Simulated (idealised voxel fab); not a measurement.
process module | voxel double patterning
cross-section cut | 240 nm wide | cells 5 nm
A cross-section is a grid of square cells, given in bands from the top down. A band is one or more rows of cells.
Each band's line starts with the height of the band's top and of its bottom, in nm. Then come its materials from left to right, each with its width in nm. One material with "throughout" fills the band from edge to edge. "air" is empty space.
Height 0 is the level under which the wafer as received is all one material. The lowest band goes on downwards, as in "0 down".
A width such as "30 to 40" changes by the same amount from each row of cells to the next, from the band's top row to its bottom row.
"no change" after a step means that no cell of the cross-section changed.
closed voids: empty space of 8 cells or more with no open way to the top, each as width x height at its distance from the left edge, in nm
after a step's settings: what the simulator itself notes on the step
overlay nm, on a step with a mask: how far to the right of its planned place the mask lay; to the left if negative
plan
1 op RECEIVE | material Si
2 op CONFORMAL_DEP | material SiO2 | thk nm 5
3 op DIRECTIONAL_DEP | material TiN | thk nm 20
4 op DIRECTIONAL_DEP | material SiCN | thk nm 10
5 op DIRECTIONAL_DEP | material aC | thk nm 10
6 op PATTERN | tone open | mask id FIRST | material resist | width nm 15 | pitch nm 50 | thk nm 25 | overlay nm -15
7 op DIRECTIONAL_ETCH | etch materials aC | depth nm 10
8 op STRIP | etch materials resist
9 op DIRECTIONAL_ETCH | etch materials SiCN | depth nm 10
10 op STRIP | etch materials aC
11 op PATTERN | tone open | mask id SECOND | material resist | width nm 15 | pitch nm 50 | thk nm 20 | overlay nm 0
12 op DIRECTIONAL_ETCH | etch materials SiCN | depth nm 10
13 op STRIP | etch materials resist
14 op DIRECTIONAL_ETCH | etch materials TiN | depth nm 20
15 op STRIP | etch materials SiCN
varied across the wafers: overlay nm of step 6. The plan shows the first wafer's value. All wafers start alike
first wafer as received, after step 1
  0 down: Si throughout
  closed voids: none
each wafer at the end: cells of each material gained (+) or lost (-) since it was received, then its closed voids
overlay nm -15 | +48 SiO2 | +140 TiN | closed voids: none
overlay nm -10 | +48 SiO2 | +132 TiN | closed voids: none
overlay nm -5 | +48 SiO2 | +132 TiN | closed voids: none
overlay nm 0 | +48 SiO2 | +132 TiN | closed voids: none
overlay nm 5 | +48 SiO2 | +132 TiN | closed voids: none
overlay nm 10 | +48 SiO2 | +132 TiN | closed voids: none
overlay nm 15 | +48 SiO2 | +140 TiN | closed voids: none
